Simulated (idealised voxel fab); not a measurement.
A process module follows: voxel self aligned contacts.
In the cross-section labelled cut, the width is 240 nm and each square cell is 5 nm.
Format of a cross-section: grid, square cells. Given as bands. Order: top down. Band: one or more rows of cells.
First you get the band's top height and its bottom height, in nm, and then the materials it's made of, left to right, with each width in nm. If you see a single material with "all across", that one covers the band edge to edge. "blank" is empty space.
Heights are measured from 0, the level below which the as-received wafer is all one material; the lowest band has no bottom and continues downward, written as in "0 down".
The width entry "30->40" should be interpreted row by row: the top row of cells in the band takes the first number, the bottom row takes the second number, and the change between adjacent rows is uniform throughout.
"no alteration" means the step left every cell of the cross-section as it was.
If an empty space has no open way to the top and is at least 8 cells in size, "Unvented cavities" lists it, written width x height at distance, where distance is measured from the left edge and every value is in nm.
On each step's line, the part that comes after the settings is the simulator's own comment on the step.
When a step includes a mask, the "overlay nm" setting on its line states how far to the right of its planned place that mask lay, and negative values state how far to the left.
Reading key. Pairs: pre-step and post-step cross-section, one process step apart; post-step view only to lowest changed band. Step between + settings: beneath pair. Runs: pairs may be from different runs of this module, same starting wafer. Continuation from pair above: only where "Before processing step" entry says.
**Before processing step**
  55 to 50: Ru all across
  50 to 45: TiN 95 / Ru 50 / TiN 95
  45 to 40: SiO2 90 / TiN 25 / Ru 10 / TiN 25 / SiO2 90
  40 to 20: SiO2 55 / SiN 55 / TiN 5 / Ru 10 / TiN 5 / SiN 55 / SiO2 55
  20 to 15: SiO2 55 / SiN 10 / polySi 35 / SiN 10 / TiN 5 / Ru 10 / TiN 5 / SiN 10 / polySi 35 / SiN 10 / SiO2 55
  15 to 10: SiO2 55 / SiN 10 / polySi 35 / SiN 10 / TiN 20 / SiN 10 / polySi 35 / SiN 10 / SiO2 55
  10 to 0: polySi all across
  0 to -5: SiO2 all across
  -5 down: Si all across
  Unvented cavities: none
**Step Result**
  45 to 40: SiO2 90 / TiN 25 / Ru 10 / TiN 25 / SiO2 90
  Note: structure below 40 unchanged.
  Unvented cavities: none
Before/after cross-sections above; step in between: CMP [height nm 45]
Before processing step: as in the pair right above, post-step view.
**Step Result**
  50 to 45: SiCN all across
  Note: structure below 45 unchanged.
  Unvented cavities: none
Before/after cross-sections above; step in between: CONFORMAL_DEP [material SiCN] [thk nm 5]
**Before processing step**
  45 to 40: SiO2 all across
  40 to 20: SiO2 55 / SiN 55 / SiO2 20 / SiN 55 / SiO2 55
  20 to 0: SiO2 55 / SiN 10 / polySi 35 / SiN 10 / SiO2 20 / SiN 10 / polySi 35 / SiN 10 / SiO2 55
  0 to -5: SiO2 all across
  -5 down: Si all across
  Unvented cavities: none
**Step Result**
  45 to 40: SiO2 85 / blank 70 / SiO2 85
  40 to 20: SiO2 55 / SiN 55 / blank 20 / SiN 55 / SiO2 55
  20 to 0: SiO2 55 / SiN 10 / polySi 35 / SiN 10 / blank 20 / SiN 10 / polySi 35 / SiN 10 / SiO2 55
  0 to -5: SiO2 110 / blank 20 / SiO2 110
  Note: structure below -5 unchanged.
  Unvented cavities: none
Before/after cross-sections above; step in between: MASKED_ETCH [tone open] [mask id CONTACT] [width nm 70] [etch materials SiO2] [depth nm 50] [overlay nm 0]
Before processing step: as in the pair right above, post-step view.
**Step Result**
  50 to 45: TiN 90 / blank 60 / TiN 90
  45 to 40: SiO2 85 / TiN 30 / blank 10 / TiN 30 / SiO2 85
  40 to 20: SiO2 55 / SiN 55 / TiN 5 / blank 10 / TiN 5 / SiN 55 / SiO2 55
  20 to 0: SiO2 55 / SiN 10 / polySi 35 / SiN 10 / TiN 5 / blank 10 / TiN 5 / SiN 10 / polySi 35 / SiN 10 / SiO2 55
  0 to -5: SiO2 110 / TiN 20 / SiO2 110
  Note: structure below -5 unchanged.
  Unvented cavities: none
Before/after cross-sections above; step in between: CONFORMAL_DEP [material TiN] [thk nm 5]
Before processing step: as in the pair right above, post-step view.
**Step Result**
  55 to 50: Ru all across
  50 to 45: TiN 90 / Ru 60 / TiN 90
  45 to 40: SiO2 85 / TiN 30 / Ru 10 / TiN 30 / SiO2 85
  40 to 20: SiO2 55 / SiN 55 / TiN 5 / Ru 10 / TiN 5 / SiN 55 / SiO2 55
  20 to 0: SiO2 55 / SiN 10 / polySi 35 / SiN 10 / TiN 5 / Ru 10 / TiN 5 / SiN 10 / polySi 35 / SiN 10 / SiO2 55
  Note: structure below 0 unchanged.
  Unvented cavities: none
Before/after cross-sections above; step in between: FILL_DEP [material Ru] [thk nm 5]
Before processing step: as in the pair right above, post-step view.
**Step Result**
  45 to 40: SiO2 85 / TiN 30 / Ru 10 / TiN 30 / SiO2 85
  Note: structure below 40 unchanged.
  Unvented cavities: none
Before/after cross-sections above; step in between: CMP [height nm 45]
Before processing step: as in the pair right above, post-step view.
**Step Result**
  50 to 45: SiCN all across
  Note: structure below 45 unchanged.
  Unvented cavities: none
Before/after cross-sections above; step in between: CONFORMAL_DEP [material SiCN] [thk nm 5]
**Before processing step**
  50 to 40: aC all across
  40 to 20: SiN all across
  20 to 0: polySi all across
  0 to -5: SiO2 all across
  -5 down: Si all across
  Unvented cavities: none
**Step Result**
  75 to 50: blank 75 / resist 35 / blank 40 / resist 35 / blank 55
  Note: structure below 50 unchanged.
  Unvented cavities: none
Before/after cross-sections above; step in between: PATTERN [tone cover] [mask id GATE] [material resist] [width nm 35] [pitch nm 75] [thk nm 25] [overlay nm 10]
Before processing step: as in the pair right above, post-step view.
**Step Result**
  65 to 50: blank 75 / resist 35 / blank 40 / resist 35 / blank 55
  50 to 40: blank 75 / aC 35 / blank 40 / aC 35 / blank 55
  Note: structure below 40 unchanged.
  Unvented cavities: none
Before/after cross-sections above; step in between: DIRECTIONAL_ETCH [etch materials aC] [depth nm 10]
Before processing step: as in the pair right above, post-step view.
**Step Result**
  50 to 40: blank 75 / aC 35 / blank 40 / aC 35 / blank 55
  Note: structure below 40 unchanged.
  Unvented cavities: none
Before/after cross-sections above; step in between: STRIP [etch materials resist]
Before processing step: as in the pair right above, post-step view.
**Step Result**
  50 to 40: blank 75 / aC 35 / blank 40 / aC 35 / blank 55
  40 to 20: blank 75 / SiN 35 / blank 40 / SiN 35 / blank 55
  Note: structure below 20 unchanged.
  Unvented cavities: none
Before/after cross-sections above; step in between: DIRECTIONAL_ETCH [etch materials SiN] [depth nm 20]
Before processing step: as in the pair right above, post-step view.
**Step Result**
  50 to 40: blank 75 / aC 35 / blank 40 / aC 35 / blank 55
  40 to 20: blank 75 / SiN 35 / blank 40 / SiN 35 / blank 55
  20 to 0: blank 75 / polySi 35 / blank 40 / polySi 35 / blank 55
  Note: structure below 0 unchanged.
  Unvented cavities: none
Before/after cross-sections above; step in between: DIRECTIONAL_ETCH [etch materials polySi] [depth nm 20]
Before processing step: as in the pair right above, post-step view.
**Step Result**
  40 to 20: blank 75 / SiN 35 / blank 40 / SiN 35 / blank 55
  Note: structure below 20 unchanged.
  Unvented cavities: none
Before/after cross-sections above; step in between: STRIP [etch materials aC]
Before processing step: as in the pair right above, post-step view.
**Step Result**
  50 to 20: blank 65 / SiN 55 / blank 20 / SiN 55 / blank 45
  20 to 10: blank 65 / SiN 10 / polySi 35 / SiN 10 / blank 20 / SiN 10 / polySi 35 / SiN 10 / blank 45
  10 to 0: SiN 75 / polySi 35 / SiN 40 / polySi 35 / SiN 55
  Note: structure below 0 unchanged.
  Unvented cavities: none
Before/after cross-sections above; step in between: CONFORMAL_DEP [material SiN] [thk nm 10]
Before processing step: as in the pair right above, post-step view.
**Step Result**
  40 to 20: blank 65 / SiN 55 / blank 20 / SiN 55 / blank 45
  20 to 0: blank 65 / SiN 10 / polySi 35 / SiN 10 / blank 20 / SiN 10 / polySi 35 / SiN 10 / blank 45
  Note: structure below 0 unchanged.
  Unvented cavities: none
Before/after cross-sections above; step in between: DIRECTIONAL_ETCH [etch materials SiN] [depth nm 10]
Before processing step: as in the pair right above, post-step view.
**Step Result**
  50 to 40: SiO2 all across
  40 to 20: SiO2 65 / SiN 55 / SiO2 20 / SiN 55 / SiO2 45
  20 to 0: SiO2 65 / SiN 10 / polySi 35 / SiN 10 / SiO2 20 / SiN 10 / polySi 35 / SiN 10 / SiO2 45
  Note: structure below 0 unchanged.
  Unvented cavities: none
Before/after cross-sections above; step in between: FILL_DEP [material SiO2] [thk nm 10]
Before processing step: as in the pair right above, post-step view.
**Step Result**
  45 to 40: SiO2 all across
  Note: structure below 40 unchanged.
  Unvented cavities: none
Before/after cross-sections above; step in between: CMP [height nm 45]
Before processing step: as in the pair right above, post-step view.
**Step Result**
  45 to 40: SiO2 90 / blank 60 / SiO2 90
  40 to 20: SiO2 65 / SiN 55 / blank 20 / SiN 55 / SiO2 45
  20 to 0: SiO2 65 / SiN 10 / polySi 35 / SiN 10 / blank 20 / SiN 10 / polySi 35 / SiN 10 / SiO2 45
  0 to -5: SiO2 120 / blank 20 / SiO2 100
  Note: structure below -5 unchanged.
  Unvented cavities: none
Before/after cross-sections above; step in between: MASKED_ETCH [tone open] [mask id CONTACT] [width nm 60] [etch materials SiO2] [depth nm 50] [overlay nm 0]
Before processing step: as in the pair right above, post-step view.
**Step Result**
  50 to 45: TiN 95 / blank 50 / TiN 95
  45 to 40: SiO2 90 / TiN 35 / blank 10 / TiN 15 / SiO2 90
  40 to 20: SiO2 65 / SiN 55 / TiN 5 / blank 10 / TiN 5 / SiN 55 / SiO2 45
  20 to 0: SiO2 65 / SiN 10 / polySi 35 / SiN 10 / TiN 5 / blank 10 / TiN 5 / SiN 10 / polySi 35 / SiN 10 / SiO2 45
  0 to -5: SiO2 120 / TiN 20 / SiO2 100
  Note: structure below -5 unchanged.
  Unvented cavities: none
Before/after cross-sections above; step in between: CONFORMAL_DEP [material TiN] [thk nm 5]
Before processing step: as in the pair right above, post-step view.
**Step Result**
  55 to 50: Ru all across
  50 to 45: TiN 95 / Ru 50 / TiN 95
  45 to 40: SiO2 90 / TiN 35 / Ru 10 / TiN 15 / SiO2 90
  40 to 20: SiO2 65 / SiN 55 / TiN 5 / Ru 10 / TiN 5 / SiN 55 / SiO2 45
  20 to 0: SiO2 65 / SiN 10 / polySi 35 / SiN 10 / TiN 5 / Ru 10 / TiN 5 / SiN 10 / polySi 35 / SiN 10 / SiO2 45
  Note: structure below 0 unchanged.
  Unvented cavities: none
Before/after cross-sections above; step in between: FILL_DEP [material Ru] [thk nm 5]
Before processing step: as in the pair right above, post-step view.
**Step Result**
  45 to 40: SiO2 90 / TiN 35 / Ru 10 / TiN 15 / SiO2 90
  Note: structure below 40 unchanged.
  Unvented cavities: none
Before/after cross-sections above; step in between: CMP [height nm 45]
Before processing step: as in the pair right above, post-step view.
**Step Result**
  50 to 45: SiCN all across
  Note: structure below 45 unchanged.
  Unvented cavities: none
Before/after cross-sections above; step in between: CONFORMAL_DEP [material SiCN] [thk nm 5]
**Before processing step**
  0 to -5: SiO2 all across
  -5 down: Si all across
  Unvented cavities: none
**Step Result**
  20 to 0: TiN all across
  Note: structure below 0 unchanged.
  Unvented cavities: none
Before/after cross-sections above; step in between: DIRECTIONAL_DEP [material TiN] [thk nm 20]
Before processing step: as in the pair right above, post-step view.
**Step Result**
  40 to 20: SiN all across
  Note: structure below 20 unchanged.
  Unvented cavities: none
Before/after cross-sections above; step in between: DIRECTIONAL_DEP [material SiN] [thk nm 20]
Before processing step: as in the pair right above, post-step view.
**Step Result**
  50 to 40: aC all across
  Note: structure below 40 unchanged.
  Unvented cavities: none
Before/after cross-sections above; step in between: DIRECTIONAL_DEP [material aC] [thk nm 10]
Before processing step: as in the pair right above, post-step view.
**Step Result**
  75 to 50: blank 65 / resist 35 / blank 40 / resist 35 / blank 65
  Note: structure below 50 unchanged.
  Unvented cavities: none
Before/after cross-sections above; step in between: PATTERN [tone cover] [mask id GATE] [material resist] [width nm 35] [pitch nm 75] [thk nm 25] [overlay nm 0]
Before processing step: as in the pair right above, post-step view.
**Step Result**
  65 to 50: blank 65 / resist 35 / blank 40 / resist 35 / blank 65
  50 to 40: blank 65 / aC 35 / blank 40 / aC 35 / blank 65
  Note: structure below 40 unchanged.
  Unvented cavities: none
Before/after cross-sections above; step in between: DIRECTIONAL_ETCH [etch materials aC] [depth nm 10]
Before processing step: as in the pair right above, post-step view.
**Step Result**
  50 to 40: blank 65 / aC 35 / blank 40 / aC 35 / blank 65
  Note: structure below 40 unchanged.
  Unvented cavities: none
Before/after cross-sections above; step in between: STRIP [etch materials resist]
Before processing step: as in the pair right above, post-step view.
**Step Result**
  50 to 40: blank 65 / aC 35 / blank 40 / aC 35 / blank 65
  40 to 20: blank 65 / SiN 35 / blank 40 / SiN 35 / blank 65
  Note: structure below 20 unchanged.
  Unvented cavities: none
Before/after cross-sections above; step in between: DIRECTIONAL_ETCH [etch materials SiN] [depth nm 20]
Before processing step: as in the pair right above, post-step view.
**Step Result**
  40 to 20: blank 65 / SiN 35 / blank 40 / SiN 35 / blank 65
  Note: structure below 20 unchanged.
  Unvented cavities: none
Before/after cross-sections above; step in between: STRIP [etch materials aC]
Before processing step: as in the pair right above, post-step view.
**Step Result**
  50 to 30: blank 55 / SiN 55 / blank 20 / SiN 55 / blank 55
  30 to 20: SiN all across
  Note: structure below 20 unchanged.
  Unvented cavities: none
Before/after cross-sections above; step in between: CONFORMAL_DEP [material SiN] [thk nm 10]
Before processing step: as in the pair right above, post-step view.
**Step Result**
  40 to 20: blank 55 / SiN 55 / blank 20 / SiN 55 / blank 55
  Note: structure below 20 unchanged.
  Unvented cavities: none
Before/after cross-sections above; step in between: DIRECTIONAL_ETCH [etch materials SiN] [depth nm 10]
Before processing step: as in the pair right above, post-step view.
**Step Result**
  50 to 40: SiO2 all across
  40 to 20: SiO2 55 / SiN 55 / SiO2 20 / SiN 55 / SiO2 55
  Note: structure below 20 unchanged.
  Unvented cavities: none
Before/after cross-sections above; step in between: FILL_DEP [material SiO2] [thk nm 10]
Before processing step: as in the pair right above, post-step view.
**Step Result**
  45 to 40: SiO2 all across
  Note: structure below 40 unchanged.
  Unvented cavities: none
Before/after cross-sections above; step in between: CMP [height nm 45]
Before processing step: as in the pair right above, post-step view.
**Step Result**
  45 to 40: SiO2 90 / blank 60 / SiO2 90
  40 to 20: SiO2 55 / SiN 55 / blank 20 / SiN 55 / SiO2 55
  Note: structure below 20 unchanged.
  Unvented cavities: none
Before/after cross-sections above; step in between: MASKED_ETCH [tone open] [mask id CONTACT] [width nm 60] [etch materials SiO2] [depth nm 50] [overlay nm 0]
Before processing step: as in the pair right above, post-step view.
**Step Result**
  50 to 45: TiN 95 / blank 50 / TiN 95
  45 to 40: SiO2 90 / TiN 25 / blank 10 / TiN 25 / SiO2 90
  40 to 25: SiO2 55 / SiN 55 / TiN 5 / blank 10 / TiN 5 / SiN 55 / SiO2 55
  25 to 20: SiO2 55 / SiN 55 / TiN 20 / SiN 55 / SiO2 55
  Note: structure below 20 unchanged.
  Unvented cavities: none
Before/after cross-sections above; step in between: CONFORMAL_DEP [material TiN] [thk nm 5]
Before processing step: as in the pair right above, post-step view.
**Step Result**
  55 to 50: Ru all across
  50 to 45: TiN 95 / Ru 50 / TiN 95
  45 to 40: SiO2 90 / TiN 25 / Ru 10 / TiN 25 / SiO2 90
  40 to 25: SiO2 55 / SiN 55 / TiN 5 / Ru 10 / TiN 5 / SiN 55 / SiO2 55
  Note: structure below 25 unchanged.
  Unvented cavities: none
Before/after cross-sections above; step in between: FILL_DEP [material Ru] [thk nm 5]
Before processing step: as in the pair right above, post-step view.
**Step Result**
  45 to 40: SiO2 90 / TiN 25 / Ru 10 / TiN 25 / SiO2 90
  Note: structure below 40 unchanged.
  Unvented cavities: none
Before/after cross-sections above; step in between: CMP [height nm 45]
Before processing step: as in the pair right above, post-step view.
**Step Result**
  50 to 45: SiCN all across
  Note: structure below 45 unchanged.
  Unvented cavities: none
Before/after cross-sections above; step in between: CONFORMAL_DEP [material SiCN] [thk nm 5]
**Before processing step**
  50 to 40: aC all across
  40 to 20: SiN all across
  20 to 0: polySi all across
  0 to -5: SiO2 all across
  -5 down: Si all across
  Unvented cavities: none
**Step Result**
  75 to 50: resist 65 / blank 35 / resist 40 / blank 35 / resist 65
  Note: structure below 50 unchanged.
  Unvented cavities: none
Before/after cross-sections above; step in between: PATTERN [tone open] [mask id GATE] [material resist] [width nm 35] [pitch nm 75] [thk nm 25] [overlay nm 0]
Before processing step: as in the pair right above, post-step view.
**Step Result**
  65 to 50: resist 65 / blank 35 / resist 40 / blank 35 / resist 65
  50 to 40: aC 65 / blank 35 / aC 40 / blank 35 / aC 65
  Note: structure below 40 unchanged.
  Unvented cavities: none
Before/after cross-sections above; step in between: DIRECTIONAL_ETCH [etch materials aC] [depth nm 10]
Before processing step: as in the pair right above, post-step view.
**Step Result**
  50 to 40: aC 65 / blank 35 / aC 40 / blank 35 / aC 65
  Note: structure below 40 unchanged.
  Unvented cavities: none
Before/after cross-sections above; step in between: STRIP [etch materials resist]
Before processing step: as in the pair right above, post-step view.
**Step Result**
  50 to 40: aC 65 / blank 35 / aC 40 / blank 35 / aC 65
  40 to 20: SiN 65 / blank 35 / SiN 40 / blank 35 / SiN 65
  Note: structure below 20 unchanged.
  Unvented cavities: none
Before/after cross-sections above; step in between: DIRECTIONAL_ETCH [etch materials SiN] [depth nm 20]
Before processing step: as in the pair right above, post-step view.
**Step Result**
  50 to 40: aC 65 / blank 35 / aC 40 / blank 35 / aC 65
  40 to 20: SiN 65 / blank 35 / SiN 40 / blank 35 / SiN 65
  20 to 0: polySi 65 / blank 35 / polySi 40 / blank 35 / polySi 65
  Note: structure below 0 unchanged.
  Unvented cavities: none
Before/after cross-sections above; step in between: DIRECTIONAL_ETCH [etch materials polySi] [depth nm 20]
Before processing step: as in the pair right above, post-step view.
**Step Result**
  40 to 20: SiN 65 / blank 35 / SiN 40 / blank 35 / SiN 65
  Note: structure below 20 unchanged.
  Unvented cavities: none
Before/after cross-sections above; step in between: STRIP [etch materials aC]
Before processing step: as in the pair right above, post-step view.
**Step Result**
  50 to 20: SiN 75 / blank 15 / SiN 60 / blank 15 / SiN 75
  20 to 10: polySi 65 / SiN 10 / blank 15 / SiN 10 / polySi 40 / SiN 10 / blank 15 / SiN 10 / polySi 65
  10 to 0: polySi 65 / SiN 35 / polySi 40 / SiN 35 / polySi 65
  Note: structure below 0 unchanged.
  Unvented cavities: none
Before/after cross-sections above; step in between: CONFORMAL_DEP [material SiN] [thk nm 10]
Before processing step: as in the pair right above, post-step view.
**Step Result**
  40 to 20: SiN 75 / blank 15 / SiN 60 / blank 15 / SiN 75
  20 to 0: polySi 65 / SiN 10 / blank 15 / SiN 10 / polySi 40 / SiN 10 / blank 15 / SiN 10 / polySi 65
  Note: structure below 0 unchanged.
  Unvented cavities: none
Before/after cross-sections above; step in between: DIRECTIONAL_ETCH [etch materials SiN] [depth nm 10]
Before processing step: as in the pair right above, post-step view.
**Step Result**
  50 to 40: SiO2 all across
  40 to 20: SiN 75 / SiO2 15 / SiN 60 / SiO2 15 / SiN 75
  20 to 0: polySi 65 / SiN 10 / SiO2 15 / SiN 10 / polySi 40 / SiN 10 / SiO2 15 / SiN 10 / polySi 65
  Note: structure below 0 unchanged.
  Unvented cavities: none
Before/after cross-sections above; step in between: FILL_DEP [material SiO2] [thk nm 10]
Before processing step: as in the pair right above, post-step view.
**Step Result**
  45 to 40: SiO2 all across
  Note: structure below 40 unchanged.
  Unvented cavities: none
Before/after cross-sections above; step in between: CMP [height nm 45]
Before processing step: as in the pair right above, post-step view.
**Step Result**
  45 to 40: SiO2 90 / blank 60 / SiO2 90
  Note: structure below 40 unchanged.
  Unvented cavities: none
Before/after cross-sections above; step in between: MASKED_ETCH [tone open] [mask id CONTACT] [width nm 60] [etch materials SiO2] [depth nm 50] [overlay nm 0]
Before processing step: as in the pair right above, post-step view.
**Step Result**
  50 to 45: TiN 95 / blank 50 / TiN 95
  45 to 40: SiO2 90 / TiN 60 / SiO2 90
  Note: structure below 40 unchanged.
  Unvented cavities: none
Before/after cross-sections above; step in between: CONFORMAL_DEP [material TiN] [thk nm 5]
Before processing step: as in the pair right above, post-step view.
**Step Result**
  55 to 50: Ru all across
  50 to 45: TiN 95 / Ru 50 / TiN 95
  Note: structure below 45 unchanged.
  Unvented cavities: none
Before/after cross-sections above; step in between: FILL_DEP [material Ru] [thk nm 5]
Before processing step: as in the pair right above, post-step view.
**Step Result**
  45 to 40: SiO2 90 / TiN 60 / SiO2 90
  Note: structure below 40 unchanged.
  Unvented cavities: none
Before/after cross-sections above; step in between: CMP [height nm 45]
Before processing step: as in the pair right above, post-step view.
**Step Result**
  50 to 45: SiCN all across
  Note: structure below 45 unchanged.
  Unvented cavities: none
Before/after cross-sections above; step in between: CONFORMAL_DEP [material SiCN] [thk nm 5]
